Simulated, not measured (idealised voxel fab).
Title: Process Module voxel wiring stack
Xsec cut, 170 nm wide, square cell size 5 nm.
Cross-section = grid of square cells, listed top down in bands; band = one or more rows.
Each band's line starts with the height of the band's top and of its bottom, in nm. Then come its materials from left to right, each with its width in nm. One material with "throughout" fills the band from edge to edge. "blank" is empty space.
Ref level 0: as-received wafer is one material below here. Bottom band extends down with no lower bound ("from 0 down").
It should be noted that a width expressed as "30..40" varies in equal increments from row to row of cells within the band, taking the value of the first number at the top row and that of the second number at the bottom row.
You'll sometimes find "nothing different" written for a step, and that's the way of saying that nowhere in the cross-section did a cell change during that step.
So "Completely enclosed voids" is basically the list of trapped voids: any empty space of 8 cells or more that can't reach the top through an opening. They're written width x height at distance, the distance being from the left edge, and it's all nm.
On each step's line, the part that comes after the settings is the simulator's own comment on the step.
A step line may carry the setting "overlay nm", which, for steps involving a mask, states the distance by which the mask lay to the right of its intended position; negative values denote displacement to the left.
Quick note on how to read the rest: it's all pairs. You get the cross-section before a process step and the one after, but the after one only goes down as far as the lowest band that changed. The step in between, with its settings, sits under the pair. Heads up, the pairs can come from different runs of this module on the same starting wafer, so don't assume a pair picks up from the one above unless its "Ahead of processing" entry says it does.
[Ahead of processing]
- from 80 to 70  40 aC | 20 blank | 15 aC | 20 blank | 15 aC | 20 blank | 40 aC
- from 70 to 65  40 lowk | 20 blank | 15 lowk | 20 blank | 15 lowk | 20 blank | 40 lowk
- from 65 to 55  40 lowk | 15 blank | 5 aC | 15 lowk | 15 blank | 5 aC | 15 lowk | 15 blank | 5 aC | 40 lowk
- from 55 to 45  40 lowk | 15 blank | 20 lowk | 15 blank | 20 lowk | 15 blank | 45 lowk
- from 45 to 40  SiCN throughout
- from 40 to 15  40 lowk | 5 SiN | 15 Ru | 5 SiN | 10 lowk | 5 SiN | 15 Ru | 5 SiN | 10 lowk | 5 SiN | 15 Ru | 5 SiN | 35 lowk
- from 15 to 10  45 SiN | 15 TiN | 20 SiN | 15 TiN | 20 SiN | 15 TiN | 40 SiN
- from 10 to 0  SiO2 throughout
- from 0 down  Si throughout
- Completely enclosed voids: none
[Resulting Structure]
- from 80 to 70  40 aC | 20 blank | 15 aC | 20 blank | 15 aC | 20 blank | 40 aC
- from 70 to 65  40 lowk | 20 blank | 15 lowk | 20 blank | 15 lowk | 20 blank | 40 lowk
- from 65 to 55  40 lowk | 15 blank | 5 aC | 15 lowk | 15 blank | 5 aC | 15 lowk | 15 blank | 5 aC | 40 lowk
- from 55 to 45  40 lowk | 15 blank | 20 lowk | 15 blank | 20 lowk | 15 blank | 45 lowk
- from 45 to 40  40 SiCN | 15 blank | 20 SiCN | 15 blank | 20 SiCN | 15 blank | 45 SiCN
- Below a height of 40, the structure has not been altered.
- Completely enclosed voids: none
Applied between the two views above: op DIRECTIONAL_ETCH | etch materials SiCN | depth nm 5
Ahead of processing: For the state before this step, see the after cross-section of the pair located directly above.
[Resulting Structure]
- from 70 to 55  40 lowk | 20 blank | 15 lowk | 20 blank | 15 lowk | 20 blank | 40 lowk
- Below a height of 55, the structure has not been altered.
- Completely enclosed voids: none
Applied between the two views above: op STRIP | etch materials aC
Ahead of processing: For the state before this step, see the after cross-section of the pair located directly above.
[Resulting Structure]
- from 75 to 70  45 TiN | 10 blank | 25 TiN | 10 blank | 25 TiN | 10 blank | 45 TiN
- from 70 to 60  40 lowk | 5 TiN | 10 blank | 5 TiN | 15 lowk | 5 TiN | 10 blank | 5 TiN | 15 lowk | 5 TiN | 10 blank | 5 TiN | 40 lowk
- from 60 to 55  40 lowk | 5 TiN | 5 blank | 10 TiN | 15 lowk | 5 TiN | 5 blank | 10 TiN | 15 lowk | 5 TiN | 5 blank | 10 TiN | 40 lowk
- from 55 to 45  40 lowk | 5 TiN | 5 blank | 5 TiN | 20 lowk | 5 TiN | 5 blank | 5 TiN | 20 lowk | 5 TiN | 5 blank | 5 TiN | 45 lowk
- from 45 to 40  40 SiCN | 15 TiN | 20 SiCN | 15 TiN | 20 SiCN | 15 TiN | 45 SiCN
- Below a height of 40, the structure has not been altered.
- Completely enclosed voids: none
Applied between the two views above: op CONFORMAL_DEP | material TiN | thk nm 5
Ahead of processing: For the state before this step, see the after cross-section of the pair located directly above.
[Resulting Structure]
- from 80 to 75  Ru throughout
- from 75 to 70  45 TiN | 10 Ru | 25 TiN | 10 Ru | 25 TiN | 10 Ru | 45 TiN
- from 70 to 60  40 lowk | 5 TiN | 10 Ru | 5 TiN | 15 lowk | 5 TiN | 10 Ru | 5 TiN | 15 lowk | 5 TiN | 10 Ru | 5 TiN | 40 lowk
- from 60 to 55  40 lowk | 5 TiN | 5 Ru | 10 TiN | 15 lowk | 5 TiN | 5 Ru | 10 TiN | 15 lowk | 5 TiN | 5 Ru | 10 TiN | 40 lowk
- from 55 to 45  40 lowk | 5 TiN | 5 Ru | 5 TiN | 20 lowk | 5 TiN | 5 Ru | 5 TiN | 20 lowk | 5 TiN | 5 Ru | 5 TiN | 45 lowk
- Below a height of 45, the structure has not been altered.
- Completely enclosed voids: none
Applied between the two views above: op FILL_DEP | material Ru | thk nm 5
Ahead of processing: For the state before this step, see the after cross-section of the pair located directly above.
[Resulting Structure]
- from 70 to 60  40 lowk | 5 TiN | 10 Ru | 5 TiN | 15 lowk | 5 TiN | 10 Ru | 5 TiN | 15 lowk | 5 TiN | 10 Ru | 5 TiN | 40 lowk
- Below a height of 60, the structure has not been altered.
- Completely enclosed voids: none
Applied between the two views above: op CMP | height nm 70
Ahead of processing: For the state before this step, see the after cross-section of the pair located directly above.
[Resulting Structure]
- from 75 to 70  SiCN throughout
- Below a height of 70, the structure has not been altered.
- Completely enclosed voids: none
Applied between the two views above: op CONFORMAL_DEP | material SiCN | thk nm 5
[Ahead of processing]
- from 50 to 40  aC throughout
- from 40 to 15  Ru throughout
- from 15 to 10  TiN throughout
- from 10 to 0  SiO2 throughout
- from 0 down  Si throughout
- Completely enclosed voids: none
[Resulting Structure]
- from 80 to 50  35 blank | 20 resist | 15 blank | 20 resist | 15 blank | 20 resist | 45 blank
- Below a height of 50, the structure has not been altered.
- Completely enclosed voids: none
Applied between the two views above: op PATTERN | tone cover | mask id METAL_1 | material resist | width nm 20 | pitch nm 35 | thk nm 30 | overlay nm -5
Ahead of processing: For the state before this step, see the after cross-section of the pair located directly above.
[Resulting Structure]
- from 70 to 50  35 blank | 20 resist | 15 blank | 20 resist | 15 blank | 20 resist | 45 blank
- from 50 to 40  35 blank | 20 aC | 15 blank | 20 aC | 15 blank | 20 aC | 45 blank
- Below a height of 40, the structure has not been altered.
- Completely enclosed voids: none
Applied between the two views above: op DIRECTIONAL_ETCH | etch materials aC | depth nm 10
Ahead of processing: For the state before this step, see the after cross-section of the pair located directly above.
[Resulting Structure]
- from 50 to 40  35 blank | 20 aC | 15 blank | 20 aC | 15 blank | 20 aC | 45 blank
- Below a height of 40, the structure has not been altered.
- Completely enclosed voids: none
Applied between the two views above: op STRIP | etch materials resist
Ahead of processing: For the state before this step, see the after cross-section of the pair located directly above.
[Resulting Structure]
- from 50 to 40  35 blank | 20 aC | 15 blank | 20 aC | 15 blank | 20 aC | 45 blank
- from 40 to 15  35 blank | 20 Ru | 15 blank | 20 Ru | 15 blank | 20 Ru | 45 blank
- Below a height of 15, the structure has not been altered.
- Completely enclosed voids: none
Applied between the two views above: op DIRECTIONAL_ETCH | etch materials Ru | depth nm 25
Ahead of processing: For the state before this step, see the after cross-section of the pair located directly above.
[Resulting Structure]
- from 50 to 40  35 blank | 20 aC | 15 blank | 20 aC | 15 blank | 20 aC | 45 blank
- from 40 to 15  35 blank | 20 Ru | 15 blank | 20 Ru | 15 blank | 20 Ru | 45 blank
- from 15 to 10  35 blank | 20 TiN | 15 blank | 20 TiN | 15 blank | 20 TiN | 45 blank
- Below a height of 10, the structure has not been altered.
- Completely enclosed voids: none
Applied between the two views above: op DIRECTIONAL_ETCH | etch materials TiN | depth nm 5
Ahead of processing: For the state before this step, see the after cross-section of the pair located directly above.
[Resulting Structure]
- from 40 to 15  35 blank | 20 Ru | 15 blank | 20 Ru | 15 blank | 20 Ru | 45 blank
- Below a height of 15, the structure has not been altered.
- Completely enclosed voids: none
Applied between the two views above: op STRIP | etch materials aC
Ahead of processing: For the state before this step, see the after cross-section of the pair located directly above.
[Resulting Structure]
- from 45 to 40  30 blank | 30 SiN | 5 blank | 30 SiN | 5 blank | 30 SiN | 40 blank
- from 40 to 15  30 blank | 5 SiN | 20 Ru | 5 SiN | 5 blank | 5 SiN | 20 Ru | 5 SiN | 5 blank | 5 SiN | 20 Ru | 5 SiN | 40 blank
- from 15 to 10  35 SiN | 20 TiN | 15 SiN | 20 TiN | 15 SiN | 20 TiN | 45 SiN
- Below a height of 10, the structure has not been altered.
- Completely enclosed voids: none
Applied between the two views above: op CONFORMAL_DEP | material SiN | thk nm 5
Ahead of processing: For the state before this step, see the after cross-section of the pair located directly above.
[Resulting Structure]
- from 55 to 45  lowk throughout
- from 45 to 40  30 lowk | 30 SiN | 5 lowk | 30 SiN | 5 lowk | 30 SiN | 40 lowk
- from 40 to 15  30 lowk | 5 SiN | 20 Ru | 5 SiN | 5 lowk | 5 SiN | 20 Ru | 5 SiN | 5 lowk | 5 SiN | 20 Ru | 5 SiN | 40 lowk
- Below a height of 15, the structure has not been altered.
- Completely enclosed voids: none
Applied between the two views above: op FILL_DEP | material lowk | thk nm 10
Ahead of processing: For the state before this step, see the after cross-section of the pair located directly above.
[Resulting Structure]
- from 40 to 15  30 lowk | 5 SiN | 20 Ru | 5 SiN | 5 lowk | 5 SiN | 20 Ru | 5 SiN | 5 lowk | 5 SiN | 20 Ru | 5 SiN | 40 lowk
- Below a height of 15, the structure has not been altered.
- Completely enclosed voids: none
Applied between the two views above: op CMP | height nm 40
Ahead of processing: For the state before this step, see the after cross-section of the pair located directly above.
[Resulting Structure]
- from 45 to 40  SiCN throughout
- Below a height of 40, the structure has not been altered.
- Completely enclosed voids: none
Applied between the two views above: op CONFORMAL_DEP | material SiCN | thk nm 5
Ahead of processing: For the state before this step, see the after cross-section of the pair located directly above.
[Resulting Structure]
- from 70 to 45  lowk throughout
- Below a height of 45, the structure has not been altered.
- Completely enclosed voids: none
Applied between the two views above: op DIRECTIONAL_DEP | material lowk | thk nm 25
Ahead of processing: For the state before this step, see the after cross-section of the pair located directly above.
[Resulting Structure]
- from 85 to 70  aC throughout
- Below a height of 70, the structure has not been altered.
- Completely enclosed voids: none
Applied between the two views above: op DIRECTIONAL_DEP | material aC | thk nm 15
Ahead of processing: For the state before this step, see the after cross-section of the pair located directly above.
[Resulting Structure]
- from 115 to 85  40 resist | 20 blank | 15 resist | 20 blank | 15 resist | 20 blank | 40 resist
- Below a height of 85, the structure has not been altered.
- Completely enclosed voids: none
Applied between the two views above: op PATTERN | tone open | mask id METAL_2 | material resist | width nm 20 | pitch nm 35 | thk nm 30 | overlay nm 0
Ahead of processing: For the state before this step, see the after cross-section of the pair located directly above.
[Resulting Structure]
- from 100 to 85  40 resist | 20 blank | 15 resist | 20 blank | 15 resist | 20 blank | 40 resist
- from 85 to 70  40 aC | 20 blank | 15 aC | 20 blank | 15 aC | 20 blank | 40 aC
- Below a height of 70, the structure has not been altered.
- Completely enclosed voids: none
Applied between the two views above: op DIRECTIONAL_ETCH | etch materials aC | depth nm 15
Ahead of processing: For the state before this step, see the after cross-section of the pair located directly above.
[Resulting Structure]
- from 85 to 70  40 aC | 20 blank | 15 aC | 20 blank | 15 aC | 20 blank | 40 aC
- Below a height of 70, the structure has not been altered.
- Completely enclosed voids: none
Applied between the two views above: op STRIP | etch materials resist
Ahead of processing: For the state before this step, see the after cross-section of the pair located directly above.
[Resulting Structure]
- from 85 to 70  40 aC | 20 blank | 15 aC | 20 blank | 15 aC | 20 blank | 40 aC
- from 70 to 55  40 lowk | 20 blank | 15 lowk | 20 blank | 15 lowk | 20 blank | 40 lowk
- Below a height of 55, the structure has not been altered.
- Completely enclosed voids: none
Applied between the two views above: op DIRECTIONAL_ETCH | etch materials lowk | depth nm 15
Ahead of processing: For the state before this step, see the after cross-section of the pair located directly above.
[Resulting Structure]
- from 70 to 55  40 lowk | 20 blank | 15 lowk | 20 blank | 15 lowk | 20 blank | 40 lowk
- Below a height of 55, the structure has not been altered.
- Completely enclosed voids: none
Applied between the two views above: op STRIP | etch materials aC
Ahead of processing: For the state before this step, see the after cross-section of the pair located directly above.
[Resulting Structure]
- from 80 to 70  40 aC | 20 blank | 15 aC | 20 blank | 15 aC | 20 blank | 40 aC
- from 70 to 65  40 lowk | 20 blank | 15 lowk | 20 blank | 15 lowk | 20 blank | 40 lowk
- from 65 to 55  40 lowk | 20 aC | 15 lowk | 20 aC | 15 lowk | 20 aC | 40 lowk
- Below a height of 55, the structure has not been altered.
- Completely enclosed voids: none
Applied between the two views above: op DIRECTIONAL_DEP | material aC | thk nm 10
Ahead of processing: For the state before this step, see the after cross-section of the pair located directly above.
[Resulting Structure]
- from 105 to 80  40 resist | 15 blank | 20 resist | 15 blank | 20 resist | 15 blank | 45 resist
- from 80 to 70  40 aC | 15 blank | 5 resist | 15 aC | 15 blank | 5 resist | 15 aC | 15 blank | 5 resist | 40 aC
- from 70 to 65  40 lowk | 15 blank | 5 resist | 15 lowk | 15 blank | 5 resist | 15 lowk | 15 blank | 5 resist | 40 lowk
- Below a height of 65, the structure has not been altered.
- Completely enclosed voids: none
Applied between the two views above: op PATTERN | tone open | mask id METAL_2_HOLES | material resist | width nm 15 | pitch nm 35 | thk nm 25 | overlay nm 0
Ahead of processing: For the state before this step, see the after cross-section of the pair located directly above.
[Resulting Structure]
- from 95 to 80  40 resist | 15 blank | 20 resist | 15 blank | 20 resist | 15 blank | 45 resist
- from 80 to 70  40 aC | 15 blank | 5 resist | 15 aC | 15 blank | 5 resist | 15 aC | 15 blank | 5 resist | 40 aC
- from 70 to 65  40 lowk | 15 blank | 5 resist | 15 lowk | 15 blank | 5 resist | 15 lowk | 15 blank | 5 resist | 40 lowk
- from 65 to 55  40 lowk | 15 blank | 5 aC | 15 lowk | 15 blank | 5 aC | 15 lowk | 15 blank | 5 aC | 40 lowk
- Below a height of 55, the structure has not been altered.
- Completely enclosed voids: none
Applied between the two views above: op DIRECTIONAL_ETCH | etch materials aC | depth nm 10
Ahead of processing: For the state before this step, see the after cross-section of the pair located directly above.
[Resulting Structure]
- from 80 to 70  40 aC | 20 blank | 15 aC | 20 blank | 15 aC | 20 blank | 40 aC
- from 70 to 65  40 lowk | 20 blank | 15 lowk | 20 blank | 15 lowk | 20 blank | 40 lowk
- Below a height of 65, the structure has not been altered.
- Completely enclosed voids: none
Applied between the two views above: op STRIP | etch materials resist
Ahead of processing: For the state before this step, see the after cross-section of the pair located directly above.
[Resulting Structure]
- from 80 to 70  40 aC | 20 blank | 15 aC | 20 blank | 15 aC | 20 blank | 40 aC
- from 70 to 65  40 lowk | 20 blank | 15 lowk | 20 blank | 15 lowk | 20 blank | 40 lowk
- from 65 to 55  40 lowk | 15 blank | 5 aC | 15 lowk | 15 blank | 5 aC | 15 lowk | 15 blank | 5 aC | 40 lowk
- from 55 to 45  40 lowk | 15 blank | 20 lowk | 15 blank | 20 lowk | 15 blank | 45 lowk
- Below a height of 45, the structure has not been altered.
- Completely enclosed voids: none
Applied between the two views above: op DIRECTIONAL_ETCH | etch materials lowk | depth nm 10
Ahead of processing: For the state before this step, see the after cross-section of the pair located directly above.
[Resulting Structure]
- from 80 to 70  40 aC | 20 blank | 15 aC | 20 blank | 15 aC | 20 blank | 40 aC
- from 70 to 65  40 lowk | 20 blank | 15 lowk | 20 blank | 15 lowk | 20 blank | 40 lowk
- from 65 to 55  40 lowk | 15 blank | 5 aC | 15 lowk | 15 blank | 5 aC | 15 lowk | 15 blank | 5 aC | 40 lowk
- from 55 to 45  40 lowk | 15 blank | 20 lowk | 15 blank | 20 lowk | 15 blank | 45 lowk
- from 45 to 40  40 SiCN | 15 blank | 20 SiCN | 15 blank | 20 SiCN | 15 blank | 45 SiCN
- Below a height of 40, the structure has not been altered.
- Completely enclosed voids: none
Applied between the two views above: op DIRECTIONAL_ETCH | etch materials SiCN | depth nm 5
Ahead of processing: For the state before this step, see the after cross-section of the pair located directly above.
[Resulting Structure]
- from 70 to 55  40 lowk | 20 blank | 15 lowk | 20 blank | 15 lowk | 20 blank | 40 lowk
- Below a height of 55, the structure has not been altered.
- Completely enclosed voids: none
Applied between the two views above: op STRIP | etch materials aC
Ahead of processing: For the state before this step, see the after cross-section of the pair located directly above.
[Resulting Structure]
- from 75 to 70  45 TiN | 10 blank | 25 TiN | 10 blank | 25 TiN | 10 blank | 45 TiN
- from 70 to 60  40 lowk | 5 TiN | 10 blank | 5 TiN | 15 lowk | 5 TiN | 10 blank | 5 TiN | 15 lowk | 5 TiN | 10 blank | 5 TiN | 40 lowk
- from 60 to 55  40 lowk | 5 TiN | 5 blank | 10 TiN | 15 lowk | 5 TiN | 5 blank | 10 TiN | 15 lowk | 5 TiN | 5 blank | 10 TiN | 40 lowk
- from 55 to 45  40 lowk | 5 TiN | 5 blank | 5 TiN | 20 lowk | 5 TiN | 5 blank | 5 TiN | 20 lowk | 5 TiN | 5 blank | 5 TiN | 45 lowk
- from 45 to 40  40 SiCN | 15 TiN | 20 SiCN | 15 TiN | 20 SiCN | 15 TiN | 45 SiCN
- Below a height of 40, the structure has not been altered.
- Completely enclosed voids: none
Applied between the two views above: op CONFORMAL_DEP | material TiN | thk nm 5
Ahead of processing: For the state before this step, see the after cross-section of the pair located directly above.
[Resulting Structure]
- from 80 to 75  Ru throughout
- from 75 to 70  45 TiN | 10 Ru | 25 TiN | 10 Ru | 25 TiN | 10 Ru | 45 TiN
- from 70 to 60  40 lowk | 5 TiN | 10 Ru | 5 TiN | 15 lowk | 5 TiN | 10 Ru | 5 TiN | 15 lowk | 5 TiN | 10 Ru | 5 TiN | 40 lowk
- from 60 to 55  40 lowk | 5 TiN | 5 Ru | 10 TiN | 15 lowk | 5 TiN | 5 Ru | 10 TiN | 15 lowk | 5 TiN | 5 Ru | 10 TiN | 40 lowk
- from 55 to 45  40 lowk | 5 TiN | 5 Ru | 5 TiN | 20 lowk | 5 TiN | 5 Ru | 5 TiN | 20 lowk | 5 TiN | 5 Ru | 5 TiN | 45 lowk
- Below a height of 45, the structure has not been altered.
- Completely enclosed voids: none
Applied between the two views above: op FILL_DEP | material Ru | thk nm 5
Ahead of processing: For the state before this step, see the after cross-section of the pair located directly above.
[Resulting Structure]
- from 70 to 60  40 lowk | 5 TiN | 10 Ru | 5 TiN | 15 lowk | 5 TiN | 10 Ru | 5 TiN | 15 lowk | 5 TiN | 10 Ru | 5 TiN | 40 lowk
- Below a height of 60, the structure has not been altered.
- Completely enclosed voids: none
Applied between the two views above: op CMP | height nm 70
Ahead of processing: For the state before this step, see the after cross-section of the pair located directly above.
[Resulting Structure]
- from 75 to 70  SiCN throughout
- Below a height of 70, the structure has not been altered.
- Completely enclosed voids: none
Applied between the two views above: op CONFORMAL_DEP | material SiCN | thk nm 5
[Ahead of processing]
- from 70 to 55  40 lowk | 20 blank | 15 lowk | 20 blank | 15 lowk | 20 blank | 40 lowk
- from 55 to 45  40 lowk | 15 blank | 20 lowk | 15 blank | 20 lowk | 15 blank | 45 lowk
- from 45 to 40  40 SiCN | 15 blank | 20 SiCN | 15 blank | 20 SiCN | 15 blank | 45 SiCN
- from 40 to 15  35 lowk | 5 SiN | 20 Ru | 5 SiN | 5 lowk | 5 SiN | 20 Ru | 5 SiN | 5 lowk | 5 SiN | 20 Ru | 5 SiN | 35 lowk
- from 15 to 10  40 SiN | 20 TiN | 15 SiN | 20 TiN | 15 SiN | 20 TiN | 40 SiN
- from 10 to 0  SiO2 throughout
- from 0 down  Si throughout
- Completely enclosed voids: none
[Resulting Structure]
- from 75 to 70  45 SiO2 | 10 blank | 25 SiO2 | 10 blank | 25 SiO2 | 10 blank | 45 SiO2
- from 70 to 60  40 lowk | 5 SiO2 | 10 blank | 5 SiO2 | 15 lowk | 5 SiO2 | 10 blank | 5 SiO2 | 15 lowk | 5 SiO2 | 10 blank | 5 SiO2 | 40 lowk
- from 60 to 55  40 lowk | 5 SiO2 | 5 blank | 10 SiO2 | 15 lowk | 5 SiO2 | 5 blank | 10 SiO2 | 15 lowk | 5 SiO2 | 5 blank | 10 SiO2 | 40 lowk
- from 55 to 45  40 lowk | 5 SiO2 | 5 blank | 5 SiO2 | 20 lowk | 5 SiO2 | 5 blank | 5 SiO2 | 20 lowk | 5 SiO2 | 5 blank | 5 SiO2 | 45 lowk
- from 45 to 40  40 SiCN | 15 SiO2 | 20 SiCN | 15 SiO2 | 20 SiCN | 15 SiO2 | 45 SiCN
- Below a height of 40, the structure has not been altered.
- Completely enclosed voids: none
Applied between the two views above: op CONFORMAL_DEP | material SiO2 | thk nm 5
Ahead of processing: For the state before this step, see the after cross-section of the pair located directly above.
[Resulting Structure]
- from 80 to 75  Ru throughout
- from 75 to 70  45 SiO2 | 10 Ru | 25 SiO2 | 10 Ru | 25 SiO2 | 10 Ru | 45 SiO2
- from 70 to 60  40 lowk | 5 SiO2 | 10 Ru | 5 SiO2 | 15 lowk | 5 SiO2 | 10 Ru | 5 SiO2 | 15 lowk | 5 SiO2 | 10 Ru | 5 SiO2 | 40 lowk
- from 60 to 55  40 lowk | 5 SiO2 | 5 Ru | 10 SiO2 | 15 lowk | 5 SiO2 | 5 Ru | 10 SiO2 | 15 lowk | 5 SiO2 | 5 Ru | 10 SiO2 | 40 lowk
- from 55 to 45  40 lowk | 5 SiO2 | 5 Ru | 5 SiO2 | 20 lowk | 5 SiO2 | 5 Ru | 5 SiO2 | 20 lowk | 5 SiO2 | 5 Ru | 5 SiO2 | 45 lowk
- Below a height of 45, the structure has not been altered.
- Completely enclosed voids: none
Applied between the two views above: op FILL_DEP | material Ru | thk nm 5
Ahead of processing: For the state before this step, see the after cross-section of the pair located directly above.
[Resulting Structure]
- from 70 to 60  40 lowk | 5 SiO2 | 10 Ru | 5 SiO2 | 15 lowk | 5 SiO2 | 10 Ru | 5 SiO2 | 15 lowk | 5 SiO2 | 10 Ru | 5 SiO2 | 40 lowk
- Below a height of 60, the structure has not been altered.
- Completely enclosed voids: none
Applied between the two views above: op CMP | height nm 70
Ahead of processing: For the state before this step, see the after cross-section of the pair located directly above.
[Resulting Structure]
- from 75 to 70  SiCN throughout
- Below a height of 70, the structure has not been altered.
- Completely enclosed voids: none
Applied between the two views above: op CONFORMAL_DEP | material SiCN | thk nm 5
[Ahead of processing]
- from 85 to 70  aC throughout
- from 70 to 45  lowk throughout
- from 45 to 40  SiCN throughout
- from 40 to 15  35 lowk | 5 SiN | 20 Ru | 5 SiN | 5 lowk | 5 SiN | 20 Ru | 5 SiN | 5 lowk | 5 SiN | 20 Ru | 5 SiN | 35 lowk
- from 15 to 10  40 SiN | 20 TiN | 15 SiN | 20 TiN | 15 SiN | 20 TiN | 40 SiN
- from 10 to 0  SiO2 throughout
- from 0 down  Si throughout
- Completely enclosed voids: none
[Resulting Structure]
- from 115 to 85  40 blank | 20 resist | 15 blank | 20 resist | 15 blank | 20 resist | 40 blank
- Below a height of 85, the structure has not been altered.
- Completely enclosed voids: none
Applied between the two views above: op PATTERN | tone cover | mask id METAL_2 | material resist | width nm 20 | pitch nm 35 | thk nm 30 | overlay nm 0
Ahead of processing: For the state before this step, see the after cross-section of the pair located directly above.
[Resulting Structure]
- from 100 to 85  40 blank | 20 resist | 15 blank | 20 resist | 15 blank | 20 resist | 40 blank
- from 85 to 70  40 blank | 20 aC | 15 blank | 20 aC | 15 blank | 20 aC | 40 blank
- Below a height of 70, the structure has not been altered.
- Completely enclosed voids: none
Applied between the two views above: op DIRECTIONAL_ETCH | etch materials aC | depth nm 15
Ahead of processing: For the state before this step, see the after cross-section of the pair located directly above.
[Resulting Structure]
- from 85 to 70  40 blank | 20 aC | 15 blank | 20 aC | 15 blank | 20 aC | 40 blank
- Below a height of 70, the structure has not been altered.
- Completely enclosed voids: none
Applied between the two views above: op STRIP | etch materials resist
Ahead of processing: For the state before this step, see the after cross-section of the pair located directly above.
[Resulting Structure]
- from 85 to 70  40 blank | 20 aC | 15 blank | 20 aC | 15 blank | 20 aC | 40 blank
- from 70 to 55  40 blank | 20 lowk | 15 blank | 20 lowk | 15 blank | 20 lowk | 40 blank
- Below a height of 55, the structure has not been altered.
- Completely enclosed voids: none
Applied between the two views above: op DIRECTIONAL_ETCH | etch materials lowk | depth nm 15
Ahead of processing: For the state before this step, see the after cross-section of the pair located directly above.
[Resulting Structure]
- from 70 to 55  40 blank | 20 lowk | 15 blank | 20 lowk | 15 blank | 20 lowk | 40 blank
- Below a height of 55, the structure has not been altered.
- Completely enclosed voids: none
Applied between the two views above: op STRIP | etch materials aC
Ahead of processing: For the state before this step, see the after cross-section of the pair located directly above.
[Resulting Structure]
- from 80 to 70  40 blank | 20 aC | 15 blank | 20 aC | 15 blank | 20 aC | 40 blank
- from 70 to 65  40 blank | 20 lowk | 15 blank | 20 lowk | 15 blank | 20 lowk | 40 blank
- from 65 to 55  40 aC | 20 lowk | 15 aC | 20 lowk | 15 aC | 20 lowk | 40 aC
- Below a height of 55, the structure has not been altered.
- Completely enclosed voids: none
Applied between the two views above: op DIRECTIONAL_DEP | material aC | thk nm 10
Ahead of processing: For the state before this step, see the after cross-section of the pair located directly above.
[Resulting Structure]
- from 105 to 80  40 resist | 15 blank | 20 resist | 15 blank | 20 resist | 15 blank | 45 resist
- from 80 to 70  40 resist | 20 aC | 15 resist | 20 aC | 15 resist | 20 aC | 40 resist
- from 70 to 65  40 resist | 20 lowk | 15 resist | 20 lowk | 15 resist | 20 lowk | 40 resist
- Below a height of 65, the structure has not been altered.
- Completely enclosed voids: none
Applied between the two views above: op PATTERN | tone open | mask id METAL_2_HOLES | material resist | width nm 15 | pitch nm 35 | thk nm 25 | overlay nm 0
Ahead of processing: For the state before this step, see the after cross-section of the pair located directly above.
[Resulting Structure]
- from 95 to 80  40 resist | 15 blank | 20 resist | 15 blank | 20 resist | 15 blank | 45 resist
- from 80 to 70  40 resist | 15 blank | 5 aC | 15 resist | 15 blank | 5 aC | 15 resist | 15 blank | 5 aC | 40 resist
- Below a height of 70, the structure has not been altered.
- Completely enclosed voids: none
Applied between the two views above: op DIRECTIONAL_ETCH | etch materials aC | depth nm 10
Ahead of processing: For the state before this step, see the after cross-section of the pair located directly above.
[Resulting Structure]
- from 80 to 70  55 blank | 5 aC | 30 blank | 5 aC | 30 blank | 5 aC | 40 blank
- from 70 to 65  40 blank | 20 lowk | 15 blank | 20 lowk | 15 blank | 20 lowk | 40 blank
- Below a height of 65, the structure has not been altered.
- Completely enclosed voids: none
Applied between the two views above: op STRIP | etch materials resist
Ahead of processing: For the state before this step, see the after cross-section of the pair located directly above.
[Resulting Structure]
- from 80 to 70  55 blank | 5 aC | 30 blank | 5 aC | 30 blank | 5 aC | 40 blank
- from 70 to 65  55 blank | 5 lowk | 30 blank | 5 lowk | 30 blank | 5 lowk | 40 blank
- from 65 to 60  40 aC | 15 blank | 5 lowk | 15 aC | 15 blank | 5 lowk | 15 aC | 15 blank | 5 lowk | 40 aC
- Below a height of 60, the structure has not been altered.
- Completely enclosed voids: none
Applied between the two views above: op DIRECTIONAL_ETCH | etch materials lowk | depth nm 10
Ahead of processing: For the state before this step, see the after cross-section of the pair located directly above.
[Resulting Structure]
- from 70 to 60  55 blank | 5 lowk | 30 blank | 5 lowk | 30 blank | 5 lowk | 40 blank
- from 60 to 55  40 blank | 20 lowk | 15 blank | 20 lowk | 15 blank | 20 lowk | 40 blank
- Below a height of 55, the structure has not been altered.
- Completely enclosed voids: none
Applied between the two views above: op STRIP | etch materials aC
Ahead of processing: For the state before this step, see the after cross-section of the pair located directly above.
[Resulting Structure]
- from 75 to 70  50 blank | 15 TiN | 20 blank | 15 TiN | 20 blank | 15 TiN | 35 blank
- from 70 to 60  50..35 blank | 5..20 TiN | 5 lowk | 5 TiN | 20..5 blank | 5..20 TiN | 5 lowk | 5 TiN | 20..5 blank | 5..20 TiN | 5 lowk | 5 TiN | 35 blank
- from 60 to 55  40 TiN | 20 lowk | 15 TiN | 20 lowk | 15 TiN | 20 lowk | 40 TiN
- Below a height of 55, the structure has not been altered.
- Completely enclosed voids: none
Applied between the two views above: op CONFORMAL_DEP | material TiN | thk nm 5
Ahead of processing: For the state before this step, see the after cross-section of the pair located directly above.
[Resulting Structure]
- from 80 to 75  Ru throughout
- from 75 to 70  50 Ru | 15 TiN | 20 Ru | 15 TiN | 20 Ru | 15 TiN | 35 Ru
- from 70 to 60  50..35 Ru | 5..20 TiN | 5 lowk | 5 TiN | 20..5 Ru | 5..20 TiN | 5 lowk | 5 TiN | 20..5 Ru | 5..20 TiN | 5 lowk | 5 TiN | 35 Ru
- Below a height of 60, the structure has not been altered.
- Completely enclosed voids: none
Applied between the two views above: op FILL_DEP | material Ru | thk nm 5
Ahead of processing: For the state before this step, see the after cross-section of the pair located directly above.
[Resulting Structure]
- from 70 to 60  50..35 Ru | 5..20 TiN | 5 lowk | 5 TiN | 20..5 Ru | 5..20 TiN | 5 lowk | 5 TiN | 20..5 Ru | 5..20 TiN | 5 lowk | 5 TiN | 35 Ru
- Below a height of 60, the structure has not been altered.
- Completely enclosed voids: none
Applied between the two views above: op CMP | height nm 70
Ahead of processing: For the state before this step, see the after cross-section of the pair located directly above.
[Resulting Structure]
- from 75 to 70  SiCN throughout
- Below a height of 70, the structure has not been altered.
- Completely enclosed voids: none
Applied between the two views above: op CONFORMAL_DEP | material SiCN | thk nm 5
